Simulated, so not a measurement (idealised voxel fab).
Process module, titled voxel self aligned contacts
Cross-section cut: width 260 nm, square cells of 5 nm.
Notation: cross-section as square-cell grid; stated in bands, top first, going down; one or more cell rows per band. The entry gives the band's vertical extent as a top height and a bottom height in nm, then its horizontal make-up as materials from left to right, each with a width in nm. "blank" stands for empty space; a single material marked "throughout" fills the band edge to edge. Convention: height 0 is the level below which the wafer, as received, is all one material. The lowest band does not terminate at the bottom but continues downward, represented as "0 nm and below". Graded width ("30..40"): value in top row of band = first number; value in bottom row = second number; row-to-row change constant. "same as before" means the step left every cell of the cross-section as it was. The entry titled "Completely sealed voids" provides the empty spaces that have no open way to the top, restricted to those of 8 cells or more. Each is presented as width x height at distance, the distance being measured from the left edge, with all three in nm. Heads up: the bit after the settings on a step's line is the simulator's remark on that step. A step line may carry the setting "overlay nm", which, for steps involving a mask, states the distance by which the mask lay to the right of its intended position; negative values denote displacement to the left.

Here's what the planned process steps look like:
- 1: RECEIVE: material Si
- 2: OXIDIZE: depth nm 5
- 3: DIRECTIONAL_DEP: material polySi, thk nm 30
- 4: DIRECTIONAL_DEP: material SiN, thk nm 15
- 5: MASKED_ETCH: tone cover, mask id GATE, width nm 35, pitch nm 70, etch materials SiN, depth nm 15, overlay nm 0
- 6: MASKED_ETCH: tone cover, mask id GATE, width nm 35, pitch nm 70, etch materials polySi, depth nm 30, overlay nm 0
- 7: CONFORMAL_DEP: material SiN, thk nm 5
- 8: DIRECTIONAL_ETCH: etch materials SiN, depth nm 5
- 9: FILL_DEP: material SiO2, thk nm 15
- 10: CMP: height nm 50
- 11: PATTERN: tone open, mask id CONTACT, material resist, width nm 45, pitch nm 70, thk nm 15, overlay nm 0
- 12: DIRECTIONAL_ETCH: etch materials SiO2, depth nm 55
- 13: STRIP: etch materials resist
- 14: CONFORMAL_DEP: material TiN, thk nm 5
- 15: FILL_DEP: material Ru, thk nm 10
- 16: CMP: height nm 50
- 17: CONFORMAL_DEP: material SiCN, thk nm 5

As received, after step 1:
> 0 nm and below  Si throughout
> Completely sealed voids: none

End-of-module XS, first of two wafers, run as planned:
> 55 nm to 50 nm  SiCN throughout
> 50 nm to 45 nm  70 SiO2 / 15 TiN / 15 Ru / 15 TiN / 25 SiO2 / 15 TiN / 15 Ru / 15 TiN / 75 SiO2
> 45 nm to 30 nm  35 SiO2 / 45 SiN / 5 TiN / 15 Ru / 5 TiN / 45 SiN / 5 TiN / 15 Ru / 5 TiN / 45 SiN / 40 SiO2
> 30 nm to 0 nm  35 SiO2 / 5 SiN / 35 polySi / 5 SiN / 5 TiN / 15 Ru / 5 TiN / 5 SiN / 35 polySi / 5 SiN / 5 TiN / 15 Ru / 5 TiN / 5 SiN / 35 polySi / 5 SiN / 40 SiO2
> 0 nm to -5 nm  80 SiO2 / 25 TiN / 45 SiO2 / 25 TiN / 85 SiO2
> -5 nm and below  Si throughout
> Completely sealed voids: none

End-of-module cross-section of the second wafer: identical starting point and process plan to the first, with one processing mistake:
> 55 nm to 50 nm  SiCN throughout
> 50 nm to 45 nm  70 SiO2 / 15 TiN / 15 Ru / 15 TiN / 25 SiO2 / 15 TiN / 15 Ru / 15 TiN / 75 SiO2
> 45 nm to 40 nm  35 SiO2 / 45 SiN / 5 TiN / 15 Ru / 5 TiN / 45 SiN / 5 TiN / 15 Ru / 5 TiN / 45 SiN / 40 SiO2
> 40 nm to 35 nm  35 SiO2 / 45 SiN / 25 TiN / 45 SiN / 25 TiN / 45 SiN / 40 SiO2
> 35 nm to 30 nm  SiN throughout
> 30 nm to 0 nm  polySi throughout
> 0 nm to -5 nm  SiO2 throughout
> -5 nm and below  Si throughout
> Completely sealed voids: none
Diagnosis: the process deviated at step 5: the operation and settings actually run there were MASKED_ETCH: tone cover, mask id GATE, width nm 35, pitch nm 70, etch materials SiN, depth nm 10, overlay nm 0
Looking at both finished wafers in cells, the second ends up ahead of or behind the first on some materials: 48 fewer of Ru, 11 fewer of SiN, 95 fewer of SiO2, 32 fewer of TiN, 186 more of polySi
